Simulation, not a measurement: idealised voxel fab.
The name of this process module is voxel released beams.
The figure presents cross-section cut, which has a width of 200 nm and is divided into square cells with an edge length of 5 nm.
A cross-section in this document is a grid of square cells, and it is written down as bands, the top band listed before the ones below it; a band is made up of one or more rows of cells.
In this notation a band is specified by the heights of its top and bottom, in that order and in nm, after which its materials appear from left to right, each paired with its width in nm. The word "everywhere" attached to a single material means that material fills the band from edge to edge; the word "air" stands for empty space.
Note: height 0 marks the level under which the wafer is uniformly one material as received. Lowest band unbounded below, written "z 0 and below".
Read "30..40" as a graded width: first number on top, second number at the bottom, same change between each pair of neighbouring rows.
Step marked "nothing changed"? Then no cell in the cross-section changed in it.
Empty spaces without an open route to the top, at least 8 cells in extent, make up the entry "Closed void catalog"; each is given as width x height at distance, where the distance is measured from the left edge, and all are in nm.
Past the settings on a step's line: simulator remark, on that step.
Steps that use a mask can have "overlay nm" on their line. It says how far the mask sat to the right of where it was meant to be. Negative means to the left.

**Here's what the planned process steps look like**
1: RECEIVE, material Si
2: CONFORMAL_DEP, material SiN, thk nm 10
3: DIRECTIONAL_DEP, material SiO2, thk nm 20
4: MASKED_ETCH, tone open, mask id ANCHOR, width nm 30, etch materials SiO2, depth nm 20, overlay nm 0
5: CONFORMAL_DEP, material TiN, thk nm 10
6: DIRECTIONAL_DEP, material aC, thk nm 15
7: PATTERN, tone cover, mask id BEAM, material resist, width nm 100, thk nm 30, overlay nm 0
8: DIRECTIONAL_ETCH, etch materials aC, depth nm 15
9: STRIP, etch materials resist
10: DIRECTIONAL_ETCH, etch materials TiN, depth nm 10
11: STRIP, etch materials aC
12: STRIP, etch materials SiO2

**First of two wafers, processed according to plan**

**Shown in cross-section is the wafer as received, that is, as it stands after step 1**
> z 0 and below | Si everywhere
> Closed void catalog: none

**Wafer section view after processing step 2**
> z 10 to 0 | SiN everywhere
> Lower than 0, everything is as it was.

**Wafer section view after processing step 3**
> z 30 to 10 | SiO2 everywhere
> Lower than 10, everything is as it was.

**Wafer section view after processing step 4**
> z 30 to 10 | SiO2 (50) | air (30) | SiO2 (120)
> Lower than 10, everything is as it was.

**Wafer section view after processing step 5**
> z 40 to 30 | TiN (60) | air (10) | TiN (130)
> z 30 to 20 | SiO2 (50) | TiN (10) | air (10) | TiN (10) | SiO2 (120)
> z 20 to 10 | SiO2 (50) | TiN (30) | SiO2 (120)
> Lower than 10, everything is as it was.

**Wafer section view after processing step 6**
> z 55 to 40 | aC (60) | air (10) | aC (130)
> z 40 to 35 | TiN (60) | air (10) | TiN (130)
> z 35 to 30 | TiN (60) | aC (10) | TiN (130)
> z 30 to 20 | SiO2 (50) | TiN (10) | aC (10) | TiN (10) | SiO2 (120)
> Lower than 20, everything is as it was.

**Wafer section view after processing step 7**
> z 85 to 55 | air (45) | resist (100) | air (55)
> z 55 to 40 | aC (60) | resist (10) | aC (130)
> z 40 to 35 | TiN (60) | resist (10) | TiN (130)
> Lower than 35, everything is as it was.

**Wafer section view after processing step 8**
> z 70 to 55 | air (45) | resist (100) | air (55)
> z 55 to 40 | air (45) | aC (15) | resist (10) | aC (75) | air (55)
> Lower than 40, everything is as it was.

**Wafer section view after processing step 9**
> z 55 to 40 | air (45) | aC (15) | air (10) | aC (75) | air (55)
> z 40 to 35 | TiN (60) | air (10) | TiN (130)
> Lower than 35, everything is as it was.

**Wafer section view after processing step 10**
> z 55 to 40 | air (45) | aC (15) | air (10) | aC (75) | air (55)
> z 40 to 35 | air (45) | TiN (15) | air (10) | TiN (75) | air (55)
> z 35 to 30 | air (45) | TiN (15) | aC (10) | TiN (75) | air (55)
> Lower than 30, everything is as it was.

**Wafer section view after processing step 11**
> z 40 to 30 | air (45) | TiN (15) | air (10) | TiN (75) | air (55)
> z 30 to 20 | SiO2 (50) | TiN (10) | air (10) | TiN (10) | SiO2 (120)
> Lower than 20, everything is as it was.

**Wafer section view after processing step 12**
> z 40 to 30 | air (45) | TiN (15) | air (10) | TiN (75) | air (55)
> z 30 to 20 | air (50) | TiN (10) | air (10) | TiN (10) | air (120)
> z 20 to 10 | air (50) | TiN (30) | air (120)
> Lower than 10, everything is as it was.

**The second wafer: identical to the first at the outset and in its planned sequence, differing only in that one mistake was made during processing; up to and including step 9, its path is the first wafer's path**

**Second wafer shown in cross-section at the time step 10 was slated to end**
> z 55 to 40 | air (45) | aC (15) | air (10) | aC (75) | air (55)
> z 40 to 35 | air (45) | TiN (15) | air (10) | TiN (75) | air (55)
> z 35 to 30 | air (45) | TiN (15) | aC (10) | TiN (75) | air (55)
> Lower than 30, everything is as it was.

**Second wafer shown in cross-section at the time step 11 was slated to end**
> z 40 to 30 | air (45) | TiN (15) | air (10) | TiN (75) | air (55)
> z 30 to 20 | SiO2 (50) | TiN (10) | air (10) | TiN (10) | SiO2 (120)
> Lower than 20, everything is as it was.

**Second wafer shown in cross-section at the time step 12 was slated to end**
> z 40 to 30 | air (45) | TiN (15) | air (10) | TiN (75) | air (55)
> z 30 to 20 | air (50) | TiN (10) | air (10) | TiN (10) | air (120)
> z 20 to 10 | air (50) | TiN (30) | air (120)
> Lower than 10, everything is as it was.
Misprocessing identified: execution of plan step 10 occurred twice
Result: same final cross-section on the two wafers, so no effect from the mistake in this model.
